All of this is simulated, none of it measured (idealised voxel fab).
Process module, titled voxel gate over fins
Cross-sectional view cut (width: 250 nm; square cell size: 5 nm).
Heads up, the way a cross-section reads in here is a grid of square cells, handed over as bands from the top down, with every band being one or more rows of cells. Band: top height; bottom height; in nm. Then, left to right: material with width in nm, for each material. "everywhere": a single material spanning edge to edge. "blank": empty space. Zero point of the height axis is 0; under it, received wafer = one material. Lowest band: continues down indefinitely, "top 0, no bottom". The width entry "30 to 40" should be interpreted row by row: the top row of cells in the band takes the first number, the bottom row takes the second number, and the change between adjacent rows is uniform throughout. What does "all unchanged" mean for a step? It means no cell of the cross-section changed in that step. The entry titled "Closed void list" provides the empty spaces that have no open way to the top, restricted to those of 8 cells or more. Each is presented as width x height at distance, the distance being measured from the left edge, with all three in nm. Note: text after step settings on the step line = simulator remark on that step. overlay nm: for a step with a mask, the amount by which the mask lay right of where it was planned; a negative amount means left of it. Heads up before you read on: it's before/after pairs around one process step each, after side only down to the lowest band that changed, step plus settings under the pair. Pairs can be from different runs of this module, same starting wafer, so only chain a pair onto the one above if its "Pre-process cross-section" entry says so.

Pre-process cross-section
- top 5, bottom 0  35 nm SiO2; 15 nm SiN; 40 nm SiO2; 15 nm SiN; 40 nm SiO2; 15 nm SiN; 40 nm SiO2; 15 nm SiN; 35 nm SiO2
- top 0, bottom -45  40 nm SiO2; 5 nm Si; 50 nm SiO2; 5 nm Si; 50 nm SiO2; 5 nm Si; 50 nm SiO2; 5 nm Si; 40 nm SiO2
- top -45, no bottom  Si everywhere
- Closed void list: none

As Processed
- top 5, bottom 0  35 nm blank; 15 nm SiN; 10 nm blank; 15 nm SiO2; 15 nm blank; 15 nm SiN; 40 nm blank; 15 nm SiN; 40 nm blank; 15 nm SiN; 35 nm blank
- top 0, bottom -35  35 nm blank; 5 nm SiO2; 5 nm Si; 5 nm SiO2; 10 nm blank; 15 nm SiO2; 15 nm blank; 5 nm SiO2; 5 nm Si; 5 nm SiO2; 40 nm blank; 5 nm SiO2; 5 nm Si; 5 nm SiO2; 40 nm blank; 5 nm SiO2; 5 nm Si; 5 nm SiO2; 35 nm blank
- Everything under -35 stays put, no change at all.
- Closed void list: none
Looking at the two cross-sections above, the step in the middle is MASKED_ETCH with tone cover, mask id RAIL, width nm 15, etch materials SiO2, depth nm 40, overlay nm 0

Pre-process cross-section: the cross-section after the pair above

As Processed
- top 10, bottom 5  30 nm blank; 50 nm TiN; 5 nm blank; 25 nm TiN; 30 nm blank; 25 nm TiN; 30 nm blank; 25 nm TiN; 30 nm blank
- top 5, bottom 0  30 nm blank; 5 nm TiN; 15 nm SiN; 10 nm TiN; 15 nm SiO2; 5 nm TiN; 5 nm blank; 5 nm TiN; 15 nm SiN; 5 nm TiN; 30 nm blank; 5 nm TiN; 15 nm SiN; 5 nm TiN; 30 nm blank; 5 nm TiN; 15 nm SiN; 5 nm TiN; 30 nm blank
- top 0, bottom -30  30 nm blank; 5 nm TiN; 5 nm SiO2; 5 nm Si; 5 nm SiO2; 10 nm TiN; 15 nm SiO2; 5 nm TiN; 5 nm blank; 5 nm TiN; 5 nm SiO2; 5 nm Si; 5 nm SiO2; 5 nm TiN; 30 nm blank; 5 nm TiN; 5 nm SiO2; 5 nm Si; 5 nm SiO2; 5 nm TiN; 30 nm blank; 5 nm TiN; 5 nm SiO2; 5 nm Si; 5 nm SiO2; 5 nm TiN; 30 nm blank
- top -30, bottom -35  35 nm TiN; 5 nm SiO2; 5 nm Si; 5 nm SiO2; 10 nm TiN; 15 nm SiO2; 15 nm TiN; 5 nm SiO2; 5 nm Si; 5 nm SiO2; 40 nm TiN; 5 nm SiO2; 5 nm Si; 5 nm SiO2; 40 nm TiN; 5 nm SiO2; 5 nm Si; 5 nm SiO2; 35 nm TiN
- Everything under -35 stays put, no change at all.
- Closed void list: none
Looking at the two cross-sections above, the step in the middle is CONFORMAL_DEP with material TiN, thk nm 5

Pre-process cross-section: the cross-section after the pair above

As Processed
- top 20, bottom 10  W everywhere
- top 10, bottom 5  30 nm W; 50 nm TiN; 5 nm W; 25 nm TiN; 30 nm W; 25 nm TiN; 30 nm W; 25 nm TiN; 30 nm W
- top 5, bottom 0  30 nm W; 5 nm TiN; 15 nm SiN; 10 nm TiN; 15 nm SiO2; 5 nm TiN; 5 nm W; 5 nm TiN; 15 nm SiN; 5 nm TiN; 30 nm W; 5 nm TiN; 15 nm SiN; 5 nm TiN; 30 nm W; 5 nm TiN; 15 nm SiN; 5 nm TiN; 30 nm W
- top 0, bottom -30  30 nm W; 5 nm TiN; 5 nm SiO2; 5 nm Si; 5 nm SiO2; 10 nm TiN; 15 nm SiO2; 5 nm TiN; 5 nm W; 5 nm TiN; 5 nm SiO2; 5 nm Si; 5 nm SiO2; 5 nm TiN; 30 nm W; 5 nm TiN; 5 nm SiO2; 5 nm Si; 5 nm SiO2; 5 nm TiN; 30 nm W; 5 nm TiN; 5 nm SiO2; 5 nm Si; 5 nm SiO2; 5 nm TiN; 30 nm W
- Everything under -30 stays put, no change at all.
- Closed void list: none
Looking at the two cross-sections above, the step in the middle is FILL_DEP with material W, thk nm 10

Pre-process cross-section: the cross-section after the pair above

As Processed
- top 5, bottom 0  30 nm W; 5 nm TiN; 15 nm SiN; 10 nm TiN; 15 nm SiO2; 5 nm TiN; 5 nm W; 5 nm TiN; 15 nm SiN; 5 nm TiN; 30 nm W; 5 nm TiN; 15 nm SiN; 5 nm TiN; 30 nm W; 5 nm TiN; 15 nm SiN; 5 nm TiN; 30 nm W
- Everything under 0 stays put, no change at all.
- Closed void list: none
Looking at the two cross-sections above, the step in the middle is CMP with height nm 5

Pre-process cross-section: the cross-section after the pair above

As Processed
- top 5, bottom 0  35 nm blank; 15 nm SiN; 10 nm blank; 15 nm SiO2; 15 nm blank; 15 nm SiN; 40 nm blank; 15 nm SiN; 40 nm blank; 15 nm SiN; 35 nm blank
- top 0, bottom -25  35 nm blank; 5 nm SiO2; 5 nm Si; 5 nm SiO2; 10 nm blank; 15 nm SiO2; 15 nm blank; 5 nm SiO2; 5 nm Si; 5 nm SiO2; 40 nm blank; 5 nm SiO2; 5 nm Si; 5 nm SiO2; 40 nm blank; 5 nm SiO2; 5 nm Si; 5 nm SiO2; 35 nm blank
- Everything under -25 stays put, no change at all.
- Closed void list: none
Looking at the two cross-sections above, the step in the middle is SELECTIVE_ETCH with etch materials W Ru TiN, depth nm 30

Pre-process cross-section: the cross-section after the pair above

As Processed
- top 10, bottom 5  SiO2 everywhere
- top 5, bottom 0  35 nm SiO2; 15 nm SiN; 40 nm SiO2; 15 nm SiN; 40 nm SiO2; 15 nm SiN; 40 nm SiO2; 15 nm SiN; 35 nm SiO2
- top 0, bottom -25  40 nm SiO2; 5 nm Si; 50 nm SiO2; 5 nm Si; 50 nm SiO2; 5 nm Si; 50 nm SiO2; 5 nm Si; 40 nm SiO2
- Everything under -25 stays put, no change at all.
- Closed void list: none
Looking at the two cross-sections above, the step in the middle is FILL_DEP with material SiO2, thk nm 5

Pre-process cross-section: the cross-section after the pair above

As Processed
- top 5, bottom 0  35 nm SiO2; 15 nm SiN; 40 nm SiO2; 15 nm SiN; 40 nm SiO2; 15 nm SiN; 40 nm SiO2; 15 nm SiN; 35 nm SiO2
- Everything under 0 stays put, no change at all.
- Closed void list: none
Looking at the two cross-sections above, the step in the middle is CMP with height nm 5

Pre-process cross-section: the cross-section after the pair above

As Processed
- top 5, bottom 0  35 nm blank; 15 nm SiN; 40 nm blank; 15 nm SiN; 40 nm blank; 15 nm SiN; 40 nm blank; 15 nm SiN; 35 nm blank
- top 0, bottom -15  40 nm blank; 5 nm Si; 50 nm blank; 5 nm Si; 50 nm blank; 5 nm Si; 50 nm blank; 5 nm Si; 40 nm blank
- Everything under -15 stays put, no change at all.
- Closed void list: none
Looking at the two cross-sections above, the step in the middle is SELECTIVE_ETCH with etch materials SiO2, depth nm 20

Pre-process cross-section: the cross-section after the pair above

As Processed
- top 0, bottom -15  40 nm blank; 5 nm Si; 50 nm blank; 5 nm Si; 50 nm blank; 5 nm Si; 50 nm blank; 5 nm Si; 40 nm blank
- Everything under -15 stays put, no change at all.
- Closed void list: none
Looking at the two cross-sections above, the step in the middle is STRIP with etch materials SiN

Pre-process cross-section: the cross-section after the pair above

As Processed
- top 5, bottom 0  35 nm blank; 15 nm HfO2; 40 nm blank; 15 nm HfO2; 40 nm blank; 15 nm HfO2; 40 nm blank; 15 nm HfO2; 35 nm blank
- top 0, bottom -10  35 nm blank; 5 nm HfO2; 5 nm Si; 5 nm HfO2; 40 nm blank; 5 nm HfO2; 5 nm Si; 5 nm HfO2; 40 nm blank; 5 nm HfO2; 5 nm Si; 5 nm HfO2; 40 nm blank; 5 nm HfO2; 5 nm Si; 5 nm HfO2; 35 nm blank
- top -10, bottom -15  40 nm HfO2; 5 nm Si; 50 nm HfO2; 5 nm Si; 50 nm HfO2; 5 nm Si; 50 nm HfO2; 5 nm Si; 40 nm HfO2
- Everything under -15 stays put, no change at all.
- Closed void list: none
Looking at the two cross-sections above, the step in the middle is CONFORMAL_DEP with material HfO2, thk nm 5

Pre-process cross-section: the cross-section after the pair above

As Processed
- top 10, bottom 5  30 nm blank; 25 nm TiN; 30 nm blank; 25 nm TiN; 30 nm blank; 25 nm TiN; 30 nm blank; 25 nm TiN; 30 nm blank
- top 5, bottom 0  30 nm blank; 5 nm TiN; 15 nm HfO2; 5 nm TiN; 30 nm blank; 5 nm TiN; 15 nm HfO2; 5 nm TiN; 30 nm blank; 5 nm TiN; 15 nm HfO2; 5 nm TiN; 30 nm blank; 5 nm TiN; 15 nm HfO2; 5 nm TiN; 30 nm blank
- top 0, bottom -5  30 nm blank; 5 nm TiN; 5 nm HfO2; 5 nm Si; 5 nm HfO2; 5 nm TiN; 30 nm blank; 5 nm TiN; 5 nm HfO2; 5 nm Si; 5 nm HfO2; 5 nm TiN; 30 nm blank; 5 nm TiN; 5 nm HfO2; 5 nm Si; 5 nm HfO2; 5 nm TiN; 30 nm blank; 5 nm TiN; 5 nm HfO2; 5 nm Si; 5 nm HfO2; 5 nm TiN; 30 nm blank
- top -5, bottom -10  35 nm TiN; 5 nm HfO2; 5 nm Si; 5 nm HfO2; 40 nm TiN; 5 nm HfO2; 5 nm Si; 5 nm HfO2; 40 nm TiN; 5 nm HfO2; 5 nm Si; 5 nm HfO2; 40 nm TiN; 5 nm HfO2; 5 nm Si; 5 nm HfO2; 35 nm TiN
- Everything under -10 stays put, no change at all.
- Closed void list: none
Looking at the two cross-sections above, the step in the middle is CONFORMAL_DEP with material TiN, thk nm 5

Pre-process cross-section: the cross-section after the pair above

As Processed
- top 20, bottom 10  W everywhere
- top 10, bottom 5  30 nm W; 25 nm TiN; 30 nm W; 25 nm TiN; 30 nm W; 25 nm TiN; 30 nm W; 25 nm TiN; 30 nm W
- top 5, bottom 0  30 nm W; 5 nm TiN; 15 nm HfO2; 5 nm TiN; 30 nm W; 5 nm TiN; 15 nm HfO2; 5 nm TiN; 30 nm W; 5 nm TiN; 15 nm HfO2; 5 nm TiN; 30 nm W; 5 nm TiN; 15 nm HfO2; 5 nm TiN; 30 nm W
- top 0, bottom -5  30 nm W; 5 nm TiN; 5 nm HfO2; 5 nm Si; 5 nm HfO2; 5 nm TiN; 30 nm W; 5 nm TiN; 5 nm HfO2; 5 nm Si; 5 nm HfO2; 5 nm TiN; 30 nm W; 5 nm TiN; 5 nm HfO2; 5 nm Si; 5 nm HfO2; 5 nm TiN; 30 nm W; 5 nm TiN; 5 nm HfO2; 5 nm Si; 5 nm HfO2; 5 nm TiN; 30 nm W
- Everything under -5 stays put, no change at all.
- Closed void list: none
Looking at the two cross-sections above, the step in the middle is FILL_DEP with material W, thk nm 10

Pre-process cross-section: the cross-section after the pair above

As Processed
- top 15, bottom 10  W everywhere
- Everything under 10 stays put, no change at all.
- Closed void list: none
Looking at the two cross-sections above, the step in the middle is CMP with height nm 15

Pre-process cross-section: the cross-section after the pair above

As Processed
- top 20, bottom 15  SiN everywhere
- Everything under 15 stays put, no change at all.
- Closed void list: none
Looking at the two cross-sections above, the step in the middle is CONFORMAL_DEP with material SiN, thk nm 5
